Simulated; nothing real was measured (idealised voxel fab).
Title: Process Module voxel self aligned contacts
Cross-section cut spans 205 nm and uses square cells 5 nm in size.
Square cells in a grid make up a cross-section in this document, and the grid is given as bands, listed from the top down, each one or more rows of cells.
Heads up on the band format: heights come first, top then bottom, in nm. After that it's the materials left to right, each with its width in nm. A single material flagged "everywhere" fills the whole band edge to edge, and "empty" means there's empty space there.
Heights are expressed relative to 0, this being the level below which the as-received wafer comprises one material exclusively. The lowest band is unbounded in the downward direction and is denoted as in "0..down".
Note: "30 to 40" means the width goes from the first number (top row of the band) to the second number (bottom row) in equal steps per row of cells.
The designation "changes: none", where it is given for a processing step, indicates that no cell of the cross-section was altered in the course of that step.
Basically, "Sealed voids" tells you about the enclosed voids: empty spaces with no open way to the top, 8 cells or bigger, each written width x height at distance, where distance is from the left edge, all in nm.
Anything after a step's settings on that line? It's the simulator's own note about the step.
overlay nm: step with mask; distance mask lay right of planned place; negative value = left of planned place.

### List of planned process steps
1) RECEIVE,material Si
2) OXIDIZE,depth nm 5
3) DIRECTIONAL_DEP,material polySi,thk nm 30
4) DIRECTIONAL_DEP,material SiN,thk nm 20
5) MASKED_ETCH,tone cover,mask id GATE,width nm 25,pitch nm 60,etch materials SiN,depth nm 20,overlay nm 0
6) MASKED_ETCH,tone cover,mask id GATE,width nm 25,pitch nm 60,etch materials polySi,depth nm 30,overlay nm 0
7) CONFORMAL_DEP,material SiN,thk nm 5
8) DIRECTIONAL_ETCH,etch materials SiN,depth nm 5
9) FILL_DEP,material SiO2,thk nm 20
10) CMP,height nm 60
11) PATTERN,tone open,mask id CONTACT,material resist,width nm 45,thk nm 20,overlay nm 0
12) DIRECTIONAL_ETCH,etch materials SiO2,depth nm 65
13) STRIP,etch materials resist
14) CONFORMAL_DEP,material TiN,thk nm 5
15) FILL_DEP,material W,thk nm 5
16) CMP,height nm 60
17) CONFORMAL_DEP,material SiN,thk nm 5

### On the first of the two wafers: run conducted according to plan

### Cross-section: wafer on arrival = after step 1
- 0..down | Si everywhere
- Sealed voids: none

### Cross-section of the wafer after step 2
- 0..-5 | SiO2 everywhere
- Note: structure below -5 unchanged.

### Cross-section of the wafer after step 3
- 30..0 | polySi everywhere
- Note: structure below 0 unchanged.

### Cross-section of the wafer after step 4
- 50..30 | SiN everywhere
- Note: structure below 30 unchanged.

### Cross-section of the wafer after step 5
- 50..30 | empty: 60; SiN: 25; empty: 35; SiN: 25; empty: 60
- Note: structure below 30 unchanged.

### Cross-section of the wafer after step 6
- 50..30 | empty: 60; SiN: 25; empty: 35; SiN: 25; empty: 60
- 30..0 | empty: 60; polySi: 25; empty: 35; polySi: 25; empty: 60
- Note: structure below 0 unchanged.

### Cross-section of the wafer after step 7
- 55..30 | empty: 55; SiN: 35; empty: 25; SiN: 35; empty: 55
- 30..5 | empty: 55; SiN: 5; polySi: 25; SiN: 5; empty: 25; SiN: 5; polySi: 25; SiN: 5; empty: 55
- 5..0 | SiN: 60; polySi: 25; SiN: 35; polySi: 25; SiN: 60
- Note: structure below 0 unchanged.

### Cross-section of the wafer after step 8
- 50..30 | empty: 55; SiN: 35; empty: 25; SiN: 35; empty: 55
- 30..0 | empty: 55; SiN: 5; polySi: 25; SiN: 5; empty: 25; SiN: 5; polySi: 25; SiN: 5; empty: 55
- Note: structure below 0 unchanged.

### Cross-section of the wafer after step 9
- 70..50 | SiO2 everywhere
- 50..30 | SiO2: 55; SiN: 35; SiO2: 25; SiN: 35; SiO2: 55
- 30..0 | SiO2: 55; SiN: 5; polySi: 25; SiN: 5; SiO2: 25; SiN: 5; polySi: 25; SiN: 5; SiO2: 55
- Note: structure below 0 unchanged.

### Cross-section of the wafer after step 10
- 60..50 | SiO2 everywhere
- Note: structure below 50 unchanged.

### Cross-section of the wafer after step 11
- 80..60 | resist: 80; empty: 45; resist: 80
- Note: structure below 60 unchanged.

### Cross-section of the wafer after step 12
- 80..60 | resist: 80; empty: 45; resist: 80
- 60..50 | SiO2: 80; empty: 45; SiO2: 80
- 50..30 | SiO2: 55; SiN: 35; empty: 25; SiN: 35; SiO2: 55
- 30..0 | SiO2: 55; SiN: 5; polySi: 25; SiN: 5; empty: 25; SiN: 5; polySi: 25; SiN: 5; SiO2: 55
- 0..-5 | SiO2: 90; empty: 25; SiO2: 90
- Note: structure below -5 unchanged.

### Cross-section of the wafer after step 13
- 60..50 | SiO2: 80; empty: 45; SiO2: 80
- Note: structure below 50 unchanged.

### Cross-section of the wafer after step 14
- 65..60 | TiN: 85; empty: 35; TiN: 85
- 60..50 | SiO2: 80; TiN: 5 to 15; empty: 35 to 15; TiN: 5 to 15; SiO2: 80
- 50..30 | SiO2: 55; SiN: 35; TiN: 5; empty: 15; TiN: 5; SiN: 35; SiO2: 55
- 30..0 | SiO2: 55; SiN: 5; polySi: 25; SiN: 5; TiN: 5; empty: 15; TiN: 5; SiN: 5; polySi: 25; SiN: 5; SiO2: 55
- 0..-5 | SiO2: 90; TiN: 25; SiO2: 90
- Note: structure below -5 unchanged.

### Cross-section of the wafer after step 15
- 70..65 | W everywhere
- 65..60 | TiN: 85; W: 35; TiN: 85
- 60..50 | SiO2: 80; TiN: 5 to 15; W: 35 to 15; TiN: 5 to 15; SiO2: 80
- 50..30 | SiO2: 55; SiN: 35; TiN: 5; W: 15; TiN: 5; SiN: 35; SiO2: 55
- 30..0 | SiO2: 55; SiN: 5; polySi: 25; SiN: 5; TiN: 5; W: 15; TiN: 5; SiN: 5; polySi: 25; SiN: 5; SiO2: 55
- Note: structure below 0 unchanged.

### Cross-section of the wafer after step 16
- 60..50 | SiO2: 80; TiN: 5 to 15; W: 35 to 15; TiN: 5 to 15; SiO2: 80
- Note: structure below 50 unchanged.

### Cross-section of the wafer after step 17
- 65..60 | SiN everywhere
- Note: structure below 60 unchanged.

### Wafer two. Identical start, identical plan. One mistake in execution. Identical history through step 4

### Second wafer cross-section, taken as of the time the plan sets for step 5 to be done
- 50..30 | empty: 55; SiN: 35; empty: 25; SiN: 35; empty: 55
- Note: structure below 30 unchanged.

### Second wafer cross-section, taken as of the time the plan sets for step 6 to be done
- 50..30 | empty: 55; SiN: 35; empty: 25; SiN: 35; empty: 55
- 30..0 | empty: 55; polySi: 35; empty: 25; polySi: 35; empty: 55
- Note: structure below 0 unchanged.

### Second wafer cross-section, taken as of the time the plan sets for step 7 to be done
- 55..30 | empty: 50; SiN: 45; empty: 15; SiN: 45; empty: 50
- 30..5 | empty: 50; SiN: 5; polySi: 35; SiN: 5; empty: 15; SiN: 5; polySi: 35; SiN: 5; empty: 50
- 5..0 | SiN: 55; polySi: 35; SiN: 25; polySi: 35; SiN: 55
- Note: structure below 0 unchanged.

### Second wafer cross-section, taken as of the time the plan sets for step 8 to be done
- 50..30 | empty: 50; SiN: 45; empty: 15; SiN: 45; empty: 50
- 30..0 | empty: 50; SiN: 5; polySi: 35; SiN: 5; empty: 15; SiN: 5; polySi: 35; SiN: 5; empty: 50
- Note: structure below 0 unchanged.

### Second wafer cross-section, taken as of the time the plan sets for step 9 to be done
- 70..50 | SiO2 everywhere
- 50..30 | SiO2: 50; SiN: 45; SiO2: 15; SiN: 45; SiO2: 50
- 30..0 | SiO2: 50; SiN: 5; polySi: 35; SiN: 5; SiO2: 15; SiN: 5; polySi: 35; SiN: 5; SiO2: 50
- Note: structure below 0 unchanged.

### Second wafer cross-section, taken as of the time the plan sets for step 10 to be done
- 60..50 | SiO2 everywhere
- Note: structure below 50 unchanged.

### Second wafer cross-section, taken as of the time the plan sets for step 11 to be done
- 80..60 | resist: 80; empty: 45; resist: 80
- Note: structure below 60 unchanged.

### Second wafer cross-section, taken as of the time the plan sets for step 12 to be done
- 80..60 | resist: 80; empty: 45; resist: 80
- 60..50 | SiO2: 80; empty: 45; SiO2: 80
- 50..30 | SiO2: 50; SiN: 45; empty: 15; SiN: 45; SiO2: 50
- 30..0 | SiO2: 50; SiN: 5; polySi: 35; SiN: 5; empty: 15; SiN: 5; polySi: 35; SiN: 5; SiO2: 50
- 0..-5 | SiO2: 95; empty: 15; SiO2: 95
- Note: structure below -5 unchanged.

### Second wafer cross-section, taken as of the time the plan sets for step 13 to be done
- 60..50 | SiO2: 80; empty: 45; SiO2: 80
- Note: structure below 50 unchanged.

### Second wafer cross-section, taken as of the time the plan sets for step 14 to be done
- 65..60 | TiN: 85; empty: 35; TiN: 85
- 60..50 | SiO2: 80; TiN: 5 to 20; empty: 35 to 5; TiN: 5 to 20; SiO2: 80
- 50..30 | SiO2: 50; SiN: 45; TiN: 5; empty: 5; TiN: 5; SiN: 45; SiO2: 50
- 30..0 | SiO2: 50; SiN: 5; polySi: 35; SiN: 5; TiN: 5; empty: 5; TiN: 5; SiN: 5; polySi: 35; SiN: 5; SiO2: 50
- 0..-5 | SiO2: 95; TiN: 15; SiO2: 95
- Note: structure below -5 unchanged.

### Second wafer cross-section, taken as of the time the plan sets for step 15 to be done
- 70..65 | W everywhere
- 65..60 | TiN: 85; W: 35; TiN: 85
- 60..50 | SiO2: 80; TiN: 5 to 20; W: 35 to 5; TiN: 5 to 20; SiO2: 80
- 50..30 | SiO2: 50; SiN: 45; TiN: 5; W: 5; TiN: 5; SiN: 45; SiO2: 50
- 30..0 | SiO2: 50; SiN: 5; polySi: 35; SiN: 5; TiN: 5; W: 5; TiN: 5; SiN: 5; polySi: 35; SiN: 5; SiO2: 50
- Note: structure below 0 unchanged.

### Second wafer cross-section, taken as of the time the plan sets for step 16 to be done
- 60..50 | SiO2: 80; TiN: 5 to 20; W: 35 to 5; TiN: 5 to 20; SiO2: 80
- Note: structure below 50 unchanged.

### Second wafer cross-section, taken as of the time the plan sets for step 17 to be done
- 65..60 | SiN everywhere
- Note: structure below 60 unchanged.
Processing error: rather than as planned, step 5 actually ran as MASKED_ETCH,tone cover,mask id GATE,width nm 35,pitch nm 60,etch materials SiN,depth nm 20,overlay nm 0
Count the cells at the end and the second wafer has more or fewer of some materials than the first: +16 SiN, -18 SiO2, -22 W, +24 polySi
